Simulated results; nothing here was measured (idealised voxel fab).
The process module that follows is named voxel local oxidation.
Section shown: cut. Width: 295 nm. Cell size: 5 nm, square.
Notation: cross-section as square-cell grid; stated in bands, top first, going down; one or more cell rows per band. A band entry consists of two parts. The first gives the height of the band's top and the height of its bottom, in nm. The rest lists the band's materials from left to right, each with its width in nm. A single material labelled with the word "edge to edge" fills the band from edge to edge, and the word "blank" marks empty space. Heights are expressed relative to 0, this being the level below which the as-received wafer comprises one material exclusively. The lowest band is unbounded in the downward direction and is denoted as in "0..down". Quick explanation for "30 to 40": the width changes in equal steps down the rows of cells, from the first number in the band's top row to the second number in its bottom row. A step reported as "remained the same" is a step in which no cell of the cross-section changed. "Unvented cavities": empty spaces of 8 cells or more with no open way to the top, each given as width x height at distance, distance from the left edge, all in nm. Note: text after step settings on the step line = simulator remark on that step. A step line may carry the setting "overlay nm", which, for steps involving a mask, states the distance by which the mask lay to the right of its intended position; negative values denote displacement to the left.

**The following list gives the planned process steps**
1,op RECEIVE | material Si
2,op CONFORMAL_DEP | material SiO2 | thk nm 5
3,op CONFORMAL_DEP | material SiN | thk nm 10
4,op DIRECTIONAL_DEP | material aC | thk nm 10
5,op PATTERN | tone cover | mask id ACTIVE | material resist | width nm 95 | pitch nm 135 | thk nm 30 | overlay nm 0
6,op DIRECTIONAL_ETCH | etch materials aC | depth nm 10
7,op STRIP | etch materials resist
8,op DIRECTIONAL_ETCH | etch materials SiN | depth nm 10
9,op STRIP | etch materials aC
10,op SELECTIVE_ETCH | etch materials SiO2 | depth nm 5
11,op OXIDIZE | depth nm 15
12,op STRIP | etch materials SiN

**First wafer, two in total, run as planned**

**Wafer at receipt (post step 1), cross-section**
- 0..down | Si edge to edge
- Unvented cavities: none

**The following cross-section depicts the wafer upon completion of step 2**
- 5..0 | SiO2 edge to edge
- below 0: unchanged

**The following cross-section depicts the wafer upon completion of step 3**
- 15..5 | SiN edge to edge
- below 5: unchanged

**The following cross-section depicts the wafer upon completion of step 4**
- 25..15 | aC edge to edge
- below 15: unchanged

**The following cross-section depicts the wafer upon completion of step 5**
- 55..25 | blank (30), resist (95), blank (40), resist (95), blank (35)
- below 25: unchanged

**The following cross-section depicts the wafer upon completion of step 6**
- 45..25 | blank (30), resist (95), blank (40), resist (95), blank (35)
- 25..15 | blank (30), aC (95), blank (40), aC (95), blank (35)
- below 15: unchanged

**The following cross-section depicts the wafer upon completion of step 7**
- 25..15 | blank (30), aC (95), blank (40), aC (95), blank (35)
- below 15: unchanged

**The following cross-section depicts the wafer upon completion of step 8**
- 25..15 | blank (30), aC (95), blank (40), aC (95), blank (35)
- 15..5 | blank (30), SiN (95), blank (40), SiN (95), blank (35)
- below 5: unchanged

**The following cross-section depicts the wafer upon completion of step 9**
- 15..5 | blank (30), SiN (95), blank (40), SiN (95), blank (35)
- below 5: unchanged

**The following cross-section depicts the wafer upon completion of step 10**
- 15..5 | blank (30), SiN (95), blank (40), SiN (95), blank (35)
- 5..0 | blank (35), SiO2 (85), blank (50), SiO2 (85), blank (40)
- below 0: unchanged

**The following cross-section depicts the wafer upon completion of step 11**
- 15..5 | blank (30), SiN (95), blank (40), SiN (95), blank (35)
- 5..0 | blank (35), SiO2 (85), blank (50), SiO2 (85), blank (40)
- 0..-15 | SiO2 (50), Si (55), SiO2 (80), Si (55), SiO2 (55)
- below -15: unchanged

**The following cross-section depicts the wafer upon completion of step 12**
- 5..0 | blank (35), SiO2 (85), blank (50), SiO2 (85), blank (40)
- below 0: unchanged

**Wafer two. Same start, same plan, one slip in execution. Same as wafer one through step 4, inclusive**

**Second wafer shown in cross-section at the time step 5 was slated to end**
- 55..25 | blank (35), resist (95), blank (40), resist (95), blank (30)
- below 25: unchanged

**Second wafer shown in cross-section at the time step 6 was slated to end**
- 45..25 | blank (35), resist (95), blank (40), resist (95), blank (30)
- 25..15 | blank (35), aC (95), blank (40), aC (95), blank (30)
- below 15: unchanged

**Second wafer shown in cross-section at the time step 7 was slated to end**
- 25..15 | blank (35), aC (95), blank (40), aC (95), blank (30)
- below 15: unchanged

**Second wafer shown in cross-section at the time step 8 was slated to end**
- 25..15 | blank (35), aC (95), blank (40), aC (95), blank (30)
- 15..5 | blank (35), SiN (95), blank (40), SiN (95), blank (30)
- below 5: unchanged

**Second wafer shown in cross-section at the time step 9 was slated to end**
- 15..5 | blank (35), SiN (95), blank (40), SiN (95), blank (30)
- below 5: unchanged

**Second wafer shown in cross-section at the time step 10 was slated to end**
- 15..5 | blank (35), SiN (95), blank (40), SiN (95), blank (30)
- 5..0 | blank (40), SiO2 (85), blank (50), SiO2 (85), blank (35)
- below 0: unchanged

**Second wafer shown in cross-section at the time step 11 was slated to end**
- 15..5 | blank (35), SiN (95), blank (40), SiN (95), blank (30)
- 5..0 | blank (40), SiO2 (85), blank (50), SiO2 (85), blank (35)
- 0..-15 | SiO2 (55), Si (55), SiO2 (80), Si (55), SiO2 (50)
- below -15: unchanged

**Second wafer shown in cross-section at the time step 12 was slated to end**
- 5..0 | blank (40), SiO2 (85), blank (50), SiO2 (85), blank (35)
- below 0: unchanged
Finding, execution versus plan: step 5 ran differently from the plan; actual operation with settings: op PATTERN | tone cover | mask id ACTIVE | material resist | width nm 95 | pitch nm 135 | thk nm 30 | overlay nm 5
Comparing end states, the material composition by cell count is preserved from the first wafer to the second, while the locations of the cells are not.
